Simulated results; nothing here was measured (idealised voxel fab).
The process module presented herein is designated voxel ribs on slabs.
Section shown: cut. Width: 200 nm. Cell size: 5 nm, square.
Bands, listed from the top down, are how a cross-section gets written in this document; the cross-section itself is a grid of square cells, and a band is one or more rows of them. Look at the band entry: it leads with the top's height and the bottom's height in nm. Then it lists the materials left to right, with a width in nm for each. The word "all across" on a single material says that material fills the band edge to edge. The word "empty" is empty space. Beneath 0, the wafer as received is one material, and that level is where height counting begins. The lowest band goes on downward without a bottom; it is written like "from 0 down". Width: "30 to 40" (first number = top row, second number = bottom row, same change from row to row of cells). The cross-section has no changed cell in any step marked "nothing altered". Empty spaces counting at least 8 cells and having no open way to the top are listed in "Enclosed voids". The notation width x height at distance is used for each, the distance being from the left edge and all three values in nm. Post-settings text on a step line: simulator's own remark regarding the step. "overlay nm" answers the question of how far to the right of plan the mask lay on a step that has a mask, and when it is negative the answer is to the left.
Steps in the process plan:
1. RECEIVE, material Si
2. DIRECTIONAL_DEP, material SiO2, thk nm 20
3. DIRECTIONAL_DEP, material SiN, thk nm 25
4. PATTERN, tone cover, mask id RIB, material resist, width nm 20, thk nm 20, overlay nm 0
5. DIRECTIONAL_ETCH, etch materials SiN, depth nm 5
6. STRIP, etch materials resist
7. PATTERN, tone cover, mask id SLAB, material resist, width nm 80, thk nm 15, overlay nm 0
8. DIRECTIONAL_ETCH, etch materials SiN, depth nm 20
9. STRIP, etch materials resist
10. FILL_DEP, material SiO2, thk nm 30
11. CMP, height nm 65
12. DIRECTIONAL_DEP, material W, thk nm 10
13. MASKED_ETCH, tone cover, mask id HEATER, width nm 30, etch materials W, depth nm 10, overlay nm 0
14. CONFORMAL_DEP, material SiO2, thk nm 10
Received-state cross-section, reflecting completion of step 1:
	from 0 down  Si all across
	Enclosed voids: none
Cross-section taken at module completion on the first of two wafers; processed per the plan:
	from 85 to 75  75 nm empty  50 nm SiO2  75 nm empty
	from 75 to 65  85 nm SiO2  30 nm W  85 nm SiO2
	from 65 to 45  SiO2 all across
	from 45 to 40  90 nm SiO2  20 nm SiN  90 nm SiO2
	from 40 to 20  60 nm SiO2  80 nm SiN  60 nm SiO2
	from 20 to 0  SiO2 all across
	from 0 down  Si all across
	Enclosed voids: none
So this is wafer number two of the two, cut at the end of the module - it started where the first did and had the same plan, we just got one thing wrong running it:
	from 85 to 75  75 nm empty  50 nm SiO2  75 nm empty
	from 75 to 65  85 nm SiO2  30 nm W  85 nm SiO2
	from 65 to 20  SiN all across
	from 20 to 0  SiO2 all across
	from 0 down  Si all across
	Enclosed voids: none
Which mistake was made when the wafer was run? step 10 deviated from plan and actually ran as FILL_DEP, material SiN, thk nm 30
Final wafer comparison in cells, second versus first, more or fewer per material: 292 more of SiN | 292 fewer of SiO2
